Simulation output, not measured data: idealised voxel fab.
The name of this process module is voxel transistor to metal.
Shown is cross-section cut, with a width of 300 nm and square cells of size 5 nm.
How to read a cross-section here: the picture is a grid of square cells, written as bands going from the top down, and any band can span one or more rows of cells.
Heights first: top, then bottom, in nm. Then materials, left to right, each with a width in nm. "edge to edge" on a single material: fills the band edge to edge. "empty": empty space.
Where do heights start? At 0: under that level the wafer as delivered is made of one material only. And the lowest band has no floor; it just carries on downward, as in "0 and below".
Graded width ("30..40"): value in top row of band = first number; value in bottom row = second number; row-to-row change constant.
When a step is marked "changes: none", none of the cells in the cross-section changed during that step.
You'll see "Enclosed cavities" listing empty spaces that have no way open to the top, as long as they're 8 cells or more; the notation is width x height at distance, where the distance is from the left edge, and all of it is in nm.
It should be noted that, on the line of a given step, the content following the step's settings is a remark produced by the simulator itself with respect to that step.
"overlay nm" answers the question of how far to the right of plan the mask lay on a step that has a mask, and when it is negative the answer is to the left.
Steps planned for the process
1: RECEIVE (material Si)
2: OXIDIZE (depth nm 5)
3: CONFORMAL_DEP (material SiN; thk nm 15)
4: MASKED_ETCH (tone cover; mask id ACTIVE; width nm 95; pitch nm 125; etch materials SiN; depth nm 15; overlay nm 0)
5: MASKED_ETCH (tone cover; mask id ACTIVE; width nm 105; pitch nm 125; etch materials SiO2; depth nm 5; overlay nm 0)
6: MASKED_ETCH (tone cover; mask id ACTIVE; width nm 105; pitch nm 125; etch materials Si; depth nm 35; overlay nm 0)
7: FILL_DEP (material SiO2; thk nm 5)
8: CMP (height nm 15)
9: SELECTIVE_ETCH (etch materials SiO2; depth nm 15)
10: STRIP (etch materials SiN)
11: SELECTIVE_ETCH (etch materials SiO2; depth nm 5)
12: OXIDIZE (depth nm 5)
13: DIRECTIONAL_DEP (material polySi; thk nm 20)
14: DIRECTIONAL_DEP (material SiCN; thk nm 15)
15: MASKED_ETCH (tone cover; mask id GATE; width nm 25; pitch nm 125; etch materials SiCN; depth nm 25; overlay nm 0)
16: MASKED_ETCH (tone cover; mask id GATE; width nm 25; pitch nm 125; etch materials polySi; depth nm 30; overlay nm 0)
17: CONFORMAL_DEP (material SiN; thk nm 10)
18: DIRECTIONAL_ETCH (etch materials SiN; depth nm 10)
19: DIRECTIONAL_ETCH (etch materials SiO2; depth nm 5)
20: DIRECTIONAL_ETCH (etch materials Si; depth nm 15)
21: EPI (material pSi; thk nm 20)
22: FILL_DEP (material SiO2; thk nm 10)
23: CMP (height nm 30)
24: DIRECTIONAL_DEP (material SiO2; thk nm 15)
25: PATTERN (tone open; mask id CONTACT; material resist; width nm 15; thk nm 15; overlay nm 0)
26: DIRECTIONAL_ETCH (etch materials SiO2; depth nm 35)
27: STRIP (etch materials resist)
28: CONFORMAL_DEP (material TiN; thk nm 5)
29: FILL_DEP (material Ru; thk nm 10)
30: CMP (height nm 45)
31: CONFORMAL_DEP (material SiCN; thk nm 5)
32: DIRECTIONAL_DEP (material lowk; thk nm 20)
33: DIRECTIONAL_DEP (material aC; thk nm 10)
34: PATTERN (tone open; mask id METAL_1; material resist; width nm 15; thk nm 25; overlay nm 0)
35: DIRECTIONAL_ETCH (etch materials aC; depth nm 10)
36: STRIP (etch materials resist)
37: DIRECTIONAL_ETCH (etch materials lowk; depth nm 20)
38: DIRECTIONAL_ETCH (etch materials SiCN; depth nm 5)
39: STRIP (etch materials aC)
40: CONFORMAL_DEP (material TiN; thk nm 5)
41: FILL_DEP (material W; thk nm 10)
42: CMP (height nm 70)
43: CONFORMAL_DEP (material SiN; thk nm 5)
Be aware that, although all wafers share a common starting state, the width nm at step 4 differs among them, and the plan displays the first wafer's value.
Received condition of the first of several wafers, sectioned: post-step 1
0 and below  Si edge to edge
Enclosed cavities: none
What follows is a table in which each wafer occupies a row; for the wafer as it stands at the close of the module, the row states, material by material, how many cells have been gained (+) or lost (-) since receipt, and then gives its closed voids
width nm 95; +24 Ru; -300 Si; +78 SiCN; +116 SiN; +482 SiO2; +104 TiN; +16 W; +192 lowk; +148 pSi; +40 polySi; Enclosed cavities: none
width nm 100; +24 Ru; -300 Si; +78 SiCN; +116 SiN; +482 SiO2; +104 TiN; +16 W; +192 lowk; +148 pSi; +40 polySi; Enclosed cavities: none
width nm 105; +24 Ru; -300 Si; +78 SiCN; +116 SiN; +482 SiO2; +104 TiN; +16 W; +192 lowk; +148 pSi; +40 polySi; Enclosed cavities: none
width nm 110; +24 Ru; -294 Si; +78 SiCN; +116 SiN; +468 SiO2; +104 TiN; +16 W; +192 lowk; +156 pSi; +40 polySi; Enclosed cavities: none
